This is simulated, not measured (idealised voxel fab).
process module | voxel ribs on slabs
cross-section cut | 170 nm wide | cells 5 nm
A cross-section is a grid of square cells, given in bands from the top down. A band is one or more rows of cells.
Each band's line starts with the height of the band's top and of its bottom, in nm. Then come its materials from left to right, each with its width in nm. One material with "throughout" fills the band from edge to edge. "air" is empty space.
Height 0 is the level under which the wafer as received is all one material. The lowest band goes on downwards, as in "0 down".
A width such as "30 to 40" changes by the same amount from each row of cells to the next, from the band's top row to its bottom row.
"no change" after a step means that no cell of the cross-section changed.
closed voids: empty space of 8 cells or more with no open way to the top, each as width x height at its distance from the left edge, in nm
after a step's settings: what the simulator itself notes on the step
overlay nm, on a step with a mask: how far to the right of its planned place the mask lay; to the left if negative
plan
1 op RECEIVE | material Si
2 op DIRECTIONAL_DEP | material SiO2 | thk nm 30
3 op DIRECTIONAL_DEP | material polySi | thk nm 15
4 op PATTERN | tone cover | mask id RIB | material resist | width nm 25 | thk nm 20 | overlay nm 0
5 op DIRECTIONAL_ETCH | etch materials polySi | depth nm 5
6 op STRIP | etch materials resist
7 op DIRECTIONAL_DEP | material aC | thk nm 15
8 op PATTERN | tone cover | mask id SLAB | material resist | width nm 65 | thk nm 35 | overlay nm 0
9 op DIRECTIONAL_ETCH | etch materials aC | depth nm 15
10 op STRIP | etch materials resist
11 op DIRECTIONAL_ETCH | etch materials polySi | depth nm 10
12 op STRIP | etch materials aC
13 op FILL_DEP | material SiO2 | thk nm 25
14 op CMP | height nm 60
15 op DIRECTIONAL_DEP | material W | thk nm 5
16 op DIRECTIONAL_DEP | material aC | thk nm 10
17 op PATTERN | tone cover | mask id HEATER | material resist | width nm 35 | thk nm 30 | overlay nm -15
18 op DIRECTIONAL_ETCH | etch materials aC | depth nm 10
19 op STRIP | etch materials resist
20 op DIRECTIONAL_ETCH | etch materials W | depth nm 5
21 op STRIP | etch materials aC
22 op CONFORMAL_DEP | material SiN | thk nm 5
varied across the wafers: overlay nm of step 17. The plan shows the first wafer's value. All wafers start alike
first wafer as received, after step 1
  0 down: Si throughout
  closed voids: none
each wafer at the end: cells of each material gained (+) or lost (-) since it was received, then its closed voids
overlay nm -15 | +36 SiN | +377 SiO2 | +7 W | +31 polySi | closed voids: none
overlay nm -10 | +36 SiN | +377 SiO2 | +7 W | +31 polySi | closed voids: none
overlay nm -5 | +36 SiN | +377 SiO2 | +7 W | +31 polySi | closed voids: none
overlay nm 0 | +36 SiN | +377 SiO2 | +7 W | +31 polySi | closed voids: none
overlay nm 5 | +36 SiN | +377 SiO2 | +7 W | +31 polySi | closed voids: none
overlay nm 10 | +36 SiN | +377 SiO2 | +7 W | +31 polySi | closed voids: none
overlay nm 15 | +36 SiN | +377 SiO2 | +7 W | +31 polySi | closed voids: none
